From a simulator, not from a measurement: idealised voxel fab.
The process module presented herein is designated voxel ribs on slabs.
Cross-sectional view cut (width: 155 nm; square cell size: 5 nm).
Bands, listed from the top down, are how a cross-section gets written in this document; the cross-section itself is a grid of square cells, and a band is one or more rows of them.
Top height, bottom height, nm. Materials left to right, width each, nm. Single material + "edge to edge" = fills band edge to edge. "empty" = empty.
Below 0: as-received wafer, all one material; heights counted from there. Lowest band: no bottom, goes on down, written "0 and below".
A width such as "30->40" changes by the same amount from each row of cells to the next, from the band's top row to its bottom row.
Reading "no alteration" for a step: not a cell of the cross-section changed in it.
The label "Enclosed cavities" introduces a list of the empty spaces, 8 cells or larger, that have no open way up to the top; each entry in it reads width x height at distance, where the distance is taken from the left edge and all three are stated in nm.
Past the settings on a step's line: simulator remark, on that step.
"overlay nm", when on a step's line for a step with a mask, measures how far to the right of its planned place the mask lay; a negative measure means to the left.

This section lists the process steps that were planned
- 1: op RECEIVE | material Si
- 2: op DIRECTIONAL_DEP | material SiO2 | thk nm 30
- 3: op DIRECTIONAL_DEP | material polySi | thk nm 15
- 4: op MASKED_ETCH | tone cover | mask id RIB | width nm 20 | etch materials polySi | depth nm 5 | overlay nm 0
- 5: op MASKED_ETCH | tone cover | mask id SLAB | width nm 50 | etch materials polySi | depth nm 10 | overlay nm 0
- 6: op FILL_DEP | material SiO2 | thk nm 25
- 7: op CMP | height nm 60
- 8: op DIRECTIONAL_DEP | material TiN | thk nm 5
- 9: op PATTERN | tone cover | mask id HEATER | material resist | width nm 30 | thk nm 20 | overlay nm 0
- 10: op DIRECTIONAL_ETCH | etch materials TiN | depth nm 5
- 11: op STRIP | etch materials resist
- 12: op CONFORMAL_DEP | material SiO2 | thk nm 10

The first of two wafers, run as planned

As received, after step 1
* 0 and below: Si edge to edge
* Enclosed cavities: none

The wafer in cross-section once step 2 is complete
* 30 down to 0: SiO2 edge to edge
* Unchanged below 0.

The wafer in cross-section once step 3 is complete
* 45 down to 30: polySi edge to edge
* Unchanged below 30.

The wafer in cross-section once step 4 is complete
* 45 down to 40: empty 65 nm  polySi 20 nm  empty 70 nm
* Unchanged below 40.

The wafer in cross-section once step 5 is complete
* 45 down to 40: empty 65 nm  polySi 20 nm  empty 70 nm
* 40 down to 30: empty 50 nm  polySi 50 nm  empty 55 nm
* Unchanged below 30.

The wafer in cross-section once step 6 is complete
* 70 down to 45: SiO2 edge to edge
* 45 down to 40: SiO2 65 nm  polySi 20 nm  SiO2 70 nm
* 40 down to 30: SiO2 50 nm  polySi 50 nm  SiO2 55 nm
* Unchanged below 30.

The wafer in cross-section once step 7 is complete
* 60 down to 45: SiO2 edge to edge
* Unchanged below 45.

The wafer in cross-section once step 8 is complete
* 65 down to 60: TiN edge to edge
* Unchanged below 60.

The wafer in cross-section once step 9 is complete
* 85 down to 65: empty 60 nm  resist 30 nm  empty 65 nm
* Unchanged below 65.

The wafer in cross-section once step 10 is complete
* 85 down to 65: empty 60 nm  resist 30 nm  empty 65 nm
* 65 down to 60: empty 60 nm  TiN 30 nm  empty 65 nm
* Unchanged below 60.

The wafer in cross-section once step 11 is complete
* 65 down to 60: empty 60 nm  TiN 30 nm  empty 65 nm
* Unchanged below 60.

The wafer in cross-section once step 12 is complete
* 75 down to 70: empty 50 nm  SiO2 50 nm  empty 55 nm
* 70 down to 65: SiO2 edge to edge
* 65 down to 60: SiO2 60 nm  TiN 30 nm  SiO2 65 nm
* Unchanged below 60.

Second of two: same start, same plan, one run error; steps up to and including 8 match the first

When step 9 should have ended
* 85 down to 65: empty 65 nm  resist 30 nm  empty 60 nm
* Unchanged below 65.

When step 10 should have ended
* 85 down to 65: empty 65 nm  resist 30 nm  empty 60 nm
* 65 down to 60: empty 65 nm  TiN 30 nm  empty 60 nm
* Unchanged below 60.

When step 11 should have ended
* 65 down to 60: empty 65 nm  TiN 30 nm  empty 60 nm
* Unchanged below 60.

When step 12 should have ended
* 75 down to 70: empty 55 nm  SiO2 50 nm  empty 50 nm
* 70 down to 65: SiO2 edge to edge
* 65 down to 60: SiO2 65 nm  TiN 30 nm  SiO2 60 nm
* Unchanged below 60.
Diagnosis: in deviation from the planned setting, step 9 was conducted as op PATTERN | tone cover | mask id HEATER | material resist | width nm 30 | thk nm 20 | overlay nm 5
At the end, each material covers as many cells on the second wafer as it does on the first, though the cells it covers are elsewhere.
